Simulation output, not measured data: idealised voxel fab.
The following is a process module called voxel fin reveal.
We display cut, a cross-section 175 nm in width whose square cells are each 5 nm.
How to read a cross-section here: the picture is a grid of square cells, written as bands going from the top down, and any band can span one or more rows of cells. Read a band's entry like this: the first values are the height of its top and the height of its bottom in nm, and what follows is the sequence of materials from left to right, each with its width in nm. Note that "blank" is empty space, and that a single material marked "full width" reaches across the band from edge to edge. Heights are expressed relative to 0, this being the level below which the as-received wafer comprises one material exclusively. The lowest band is unbounded in the downward direction and is denoted as in "z 0 and below". Width spec "30..40" -> top row of cells at first value, bottom row at second value, equal per-row change in between. Take "remained the same" at face value: in the step it is given for, the cross-section changed in none of its cells. For the entry "Enclosed internal voids", the listed items are empty spaces with no open way to the top whose size is 8 cells or more; each item follows the pattern width x height at distance, where distance is from the left edge and all three are in nm. That trailing text on a step's line, after the settings, is the simulator's own remark on the step. The line of a step may include "overlay nm". On a step with a mask, this value is how far to the right of its planned place the mask lay. A negative value means the mask lay to the left.

The steps planned for the process are as follows
- 1: op RECEIVE | material Si
- 2: op CONFORMAL_DEP | material SiN | thk nm 10
- 3: op MASKED_ETCH | tone cover | mask id FINS | width nm 15 | pitch nm 40 | etch materials SiN | depth nm 10 | overlay nm 0
- 4: op MASKED_ETCH | tone cover | mask id FINS | width nm 15 | pitch nm 40 | etch materials Si | depth nm 40 | overlay nm 0
- 5: op FILL_DEP | material SiO2 | thk nm 5
- 6: op CMP | height nm 10
- 7: op SELECTIVE_ETCH | etch materials SiO2 | depth nm 25
- 8: op STRIP | etch materials SiN
- 9: op CONFORMAL_DEP | material HfO2 | thk nm 5

Cross-section of the wafer upon arrival, representing the state reached after step 1
- z 0 and below: Si full width
- Enclosed internal voids: none

The cross-section shown corresponds to the wafer at the conclusion of the module. The initial structure and the process plan are those presented above; however, one mistake occurred in executing the plan
- z 15 to 5: HfO2 65 nm / blank 5 nm / HfO2 35 nm / blank 5 nm / HfO2 65 nm
- z 5 to 0: HfO2 full width
- z 0 to -40: HfO2 60 nm / Si 15 nm / HfO2 25 nm / Si 15 nm / HfO2 60 nm
- z -40 and below: Si full width
- Enclosed internal voids: none
Short version of what went wrong: step 5 off recipe, ran as op FILL_DEP | material HfO2 | thk nm 5
